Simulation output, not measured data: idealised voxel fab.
You're looking at the process module voxel self aligned vias.
cross-section cut | 250 nm wide | cells 5 nm
In this document a cross-section is written as a grid of square cells. It is given as a series of bands, listed from the top down, and a band is one or more rows of cells.
First you get the band's top height and its bottom height, in nm, and then the materials it's made of, left to right, with each width in nm. If you see a single material with "everywhere", that one covers the band edge to edge. "blank" is empty space.
Heads up on the height convention: 0 is the point under which the incoming wafer is all one material, and the lowest band has no bottom, it just keeps going down, like "0 nm and below".
A width such as "30->40" changes by the same amount from each row of cells to the next, from the band's top row to its bottom row.
"no alteration" means the step left every cell of the cross-section as it was.
Look at "Catalogued sealed voids" for the closed voids: empty spaces with no open path to the top, sized 8 cells or up. Each is width x height at distance, distance from the left edge, all nm.
The remark found on a step's line after its settings is issued by the simulator itself and pertains to that step.
If you see "overlay nm" on a step's line and that step has a mask, it's telling you how far right of where it was planned the mask ended up; a negative number means it went left instead.

The steps planned for the process are as follows
step 1: RECEIVE (material Si)
step 2: CONFORMAL_DEP (material SiO2; thk nm 15)
step 3: CONFORMAL_DEP (material SiCN; thk nm 5)
step 4: DIRECTIONAL_DEP (material lowk; thk nm 25)
step 5: MASKED_ETCH (tone open; mask id LINES; width nm 25; pitch nm 60; etch materials lowk; depth nm 25; overlay nm 0)
step 6: CONFORMAL_DEP (material TiN; thk nm 5)
step 7: FILL_DEP (material Ru; thk nm 5)
step 8: CMP (height nm 45)
step 9: SELECTIVE_ETCH (etch materials W Ru TiN; depth nm 10)
step 10: FILL_DEP (material SiN; thk nm 5)
step 11: CMP (height nm 45)
step 12: DIRECTIONAL_DEP (material lowk; thk nm 20)
step 13: PATTERN (tone open; mask id VIAS; material resist; width nm 45; thk nm 20; overlay nm 0)
step 14: DIRECTIONAL_ETCH (etch materials lowk; depth nm 20)
step 15: DIRECTIONAL_ETCH (etch materials SiN; depth nm 10)
step 16: STRIP (etch materials resist)
step 17: CONFORMAL_DEP (material TiN; thk nm 5)
step 18: FILL_DEP (material Ru; thk nm 5)
step 19: CMP (height nm 65)
step 20: CONFORMAL_DEP (material SiCN; thk nm 5)

Cross-section of the wafer as it came to us, i.e., already through step 1
* 0 nm and below = Si everywhere
* Catalogued sealed voids: none

First of two wafers at the end of the module, shown in cross-section; run carried out as planned
* 70 nm to 65 nm = SiCN everywhere
* 65 nm to 50 nm = lowk 70 nm / TiN 5 nm / Ru 35 nm / TiN 5 nm / lowk 135 nm
* 50 nm to 45 nm = lowk 70 nm / TiN 15 nm / Ru 15 nm / TiN 15 nm / lowk 135 nm
* 45 nm to 40 nm = lowk 80 nm / TiN 5 nm / Ru 15 nm / TiN 5 nm / lowk 35 nm / SiN 25 nm / lowk 85 nm
* 40 nm to 35 nm = lowk 80 nm / TiN 25 nm / lowk 35 nm / SiN 25 nm / lowk 85 nm
* 35 nm to 25 nm = lowk 80 nm / TiN 5 nm / Ru 15 nm / TiN 5 nm / lowk 35 nm / TiN 5 nm / Ru 15 nm / TiN 5 nm / lowk 85 nm
* 25 nm to 20 nm = lowk 80 nm / TiN 25 nm / lowk 35 nm / TiN 25 nm / lowk 85 nm
* 20 nm to 15 nm = SiCN everywhere
* 15 nm to 0 nm = SiO2 everywhere
* 0 nm and below = Si everywhere
* Catalogued sealed voids: none

Here's the second of our two wafers sectioned at module end. Same start as the first, same plan, but one mistake got made running it
* 70 nm to 65 nm = SiCN everywhere
* 65 nm to 50 nm = lowk 70 nm / TiN 5 nm / Ru 35 nm / TiN 5 nm / lowk 135 nm
* 50 nm to 45 nm = lowk 70 nm / TiN 45 nm / lowk 135 nm
* 45 nm to 35 nm = SiN 70 nm / TiN 10 nm / lowk 25 nm / TiN 10 nm / SiN 25 nm / lowk 25 nm / SiN 85 nm
* 35 nm to 25 nm = Ru 75 nm / TiN 5 nm / lowk 25 nm / TiN 5 nm / Ru 25 nm / TiN 5 nm / lowk 25 nm / TiN 5 nm / Ru 80 nm
* 25 nm to 20 nm = TiN 80 nm / lowk 25 nm / TiN 35 nm / lowk 25 nm / TiN 85 nm
* 20 nm to 15 nm = SiCN everywhere
* 15 nm to 0 nm = SiO2 everywhere
* 0 nm and below = Si everywhere
* Catalogued sealed voids: none
In executing the process, a mistake was made relative to the plan: step 5 ran with different settings than intended, the actual operation and settings being MASKED_ETCH (tone cover; mask id LINES; width nm 25; pitch nm 60; etch materials lowk; depth nm 25; overlay nm 0)
Wafer comparison, final, in cells, second relative to first, materials more or fewer: Ru: 54 more, SiN: 62 more, TiN: 34 more, lowk: 150 fewer
